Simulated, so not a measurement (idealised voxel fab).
The process module presented herein is designated voxel fin reveal.
Section cut is 250 nm wide and gridded with 5 nm square cells.
Cross-section layout: square cells on a grid; listed as bands, top to bottom; a band spans one or more cell rows.
The entry gives the band's vertical extent as a top height and a bottom height in nm, then its horizontal make-up as materials from left to right, each with a width in nm. "empty" stands for empty space; a single material marked "all across" fills the band edge to edge.
The level at which height equals 0 is the one under which the wafer, as it arrives, is entirely one material. No lower edge exists for the bottom band, which continues downward and is notated as in "0 and below".
You'd read "30->40" like this: the band's top row of cells is as wide as the first number, its bottom row is as wide as the second, and going down, every row changes width by the same amount as the row before did.
When a step is marked "nothing different", none of the cells in the cross-section changed during that step.
Entry "Closed void roster" = empty spaces >= 8 cells with no open way to the top; each as width x height at distance, distance from left edge, all nm.
On a step's line, text after the settings is the simulator commenting on that step.
"overlay nm" answers the question of how far to the right of plan the mask lay on a step that has a mask, and when it is negative the answer is to the left.
[Process steps - plan]
| 1 | RECEIVE, material Si |
| 2 | CONFORMAL_DEP, material SiN, thk nm 5 |
| 3 | PATTERN, tone cover, mask id FINS, material resist, width nm 15, pitch nm 45, thk nm 20, overlay nm 0 |
| 4 | DIRECTIONAL_ETCH, etch materials SiN, depth nm 5 |
| 5 | DIRECTIONAL_ETCH, etch materials Si, depth nm 35 |
| 6 | STRIP, etch materials resist |
| 7 | FILL_DEP, material SiO2, thk nm 5 |
| 8 | CMP, height nm 5 |
| 9 | SELECTIVE_ETCH, etch materials SiO2, depth nm 15 |
| 10 | STRIP, etch materials SiN |
| 11 | CONFORMAL_DEP, material HfO2, thk nm 5 |
[Wafer cross-section on receipt, i.e. after step 1]
    0 and below = Si all across
    Closed void roster: none
[End state of the module in cross-section, given the above starting point and plan and one mistake in execution]
    5 down to 0 = empty=45, then SiO2=25, then empty=20, then SiO2=25, then empty=20, then SiO2=25, then empty=20, then SiO2=25, then empty=45
    0 down to -5 = empty=45, then SiO2=5, then Si=15, then SiO2=5, then empty=20, then SiO2=5, then Si=15, then SiO2=5, then empty=20, then SiO2=5, then Si=15, then SiO2=5, then empty=20, then SiO2=5, then Si=15, then SiO2=5, then empty=45
    -5 down to -35 = SiO2=50, then Si=15, then SiO2=30, then Si=15, then SiO2=30, then Si=15, then SiO2=30, then Si=15, then SiO2=50
    -35 and below = Si all across
    Closed void roster: none
Error vs. plan: step 11 ran differently from the plan; actual operation with settings: CONFORMAL_DEP, material SiO2, thk nm 5
